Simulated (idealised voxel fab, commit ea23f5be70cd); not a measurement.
The process module presented herein is designated voxel ribs on slabs.
Shown is cross-section cut, with a width of 180 nm and square cells of size 5 nm.
A cross-section in this document is a grid of square cells, and it is written down as bands, the top band listed before the ones below it; a band is made up of one or more rows of cells.
Band: top height; bottom height; in nm. Then, left to right: material with width in nm, for each material. "full width": a single material spanning edge to edge. "blank": empty space.
Heights are expressed relative to 0, this being the level below which the as-received wafer comprises one material exclusively. The lowest band is unbounded in the downward direction and is denoted as in "from 0 down".
Per-row width for "30..40": begins at first number (top row of band), ends at second number (bottom row), increment between rows held constant.
Key: "same as before" - step with no changed cell in the cross-section.
Voids not open to the top, 8 cells minimum: see "Enclosed void inventory". Written width x height at distance; distance is from the left edge; nm.
If you see something after the settings on a step's line, that's the simulator's own remark about that step.
If you see "overlay nm" on a step's line and that step has a mask, it's telling you how far right of where it was planned the mask ended up; a negative number means it went left instead.

Process steps - plan
| 1 | RECEIVE [material Si] |
| 2 | DIRECTIONAL_DEP [material SiO2] [thk nm 30] |
| 3 | DIRECTIONAL_DEP [material SiN] [thk nm 20] |
| 4 | DIRECTIONAL_DEP [material aC] [thk nm 15] |
| 5 | PATTERN [tone cover] [mask id RIB] [material resist] [width nm 25] [thk nm 30] [overlay nm 0] |
| 6 | DIRECTIONAL_ETCH [etch materials aC] [depth nm 15] |
| 7 | STRIP [etch materials resist] |
| 8 | DIRECTIONAL_ETCH [etch materials SiN] [depth nm 10] |
| 9 | STRIP [etch materials aC] |
| 10 | DIRECTIONAL_DEP [material aC] [thk nm 15] |
| 11 | PATTERN [tone cover] [mask id SLAB] [material resist] [width nm 75] [thk nm 30] [overlay nm 0] |
| 12 | DIRECTIONAL_ETCH [etch materials aC] [depth nm 15] |
| 13 | STRIP [etch materials resist] |
| 14 | DIRECTIONAL_ETCH [etch materials SiN] [depth nm 10] |
| 15 | STRIP [etch materials aC] |
| 16 | FILL_DEP [material SiO2] [thk nm 25] |
| 17 | CMP [height nm 65] |
| 18 | DIRECTIONAL_DEP [material W] [thk nm 5] |
| 19 | PATTERN [tone cover] [mask id HEATER] [material resist] [width nm 35] [thk nm 15] [overlay nm 0] |
| 20 | DIRECTIONAL_ETCH [etch materials W] [depth nm 5] |
| 21 | STRIP [etch materials resist] |
| 22 | CONFORMAL_DEP [material SiO2] [thk nm 10] |

Cross-section of the wafer as it came to us, i.e., already through step 1
- from 0 down  Si full width
- Enclosed void inventory: none

Looking at the first of two wafers in cross-section at end of module - ran to plan
- from 80 to 75  60 blank, 55 SiO2, 65 blank
- from 75 to 70  SiO2 full width
- from 70 to 65  70 SiO2, 35 W, 75 SiO2
- from 65 to 50  SiO2 full width
- from 50 to 40  75 SiO2, 25 SiN, 80 SiO2
- from 40 to 30  50 SiO2, 75 SiN, 55 SiO2
- from 30 to 0  SiO2 full width
- from 0 down  Si full width
- Enclosed void inventory: none

This cross-section belongs to the second wafer of two at the end of the module; the start and the plan were shared with the first, and the run included one mistake
- from 80 to 75  60 blank, 55 SiO2, 65 blank
- from 75 to 70  SiO2 full width
- from 70 to 65  70 SiO2, 35 W, 75 SiO2
- from 65 to 50  SiO2 full width
- from 50 to 45  75 SiO2, 25 SiN, 80 SiO2
- from 45 to 35  50 SiO2, 75 SiN, 55 SiO2
- from 35 to 30  SiN full width
- from 30 to 0  SiO2 full width
- from 0 down  Si full width
- Enclosed void inventory: none
It is concluded that the wafer was processed incorrectly with respect to the plan, in that not per plan at step 8, really ran DIRECTIONAL_ETCH [etch materials SiN] [depth nm 5]
Upon completion, the second wafer contains, in terms of cells, a greater or smaller amount of certain materials than the first wafer: 31 more of SiN; 31 fewer of SiO2
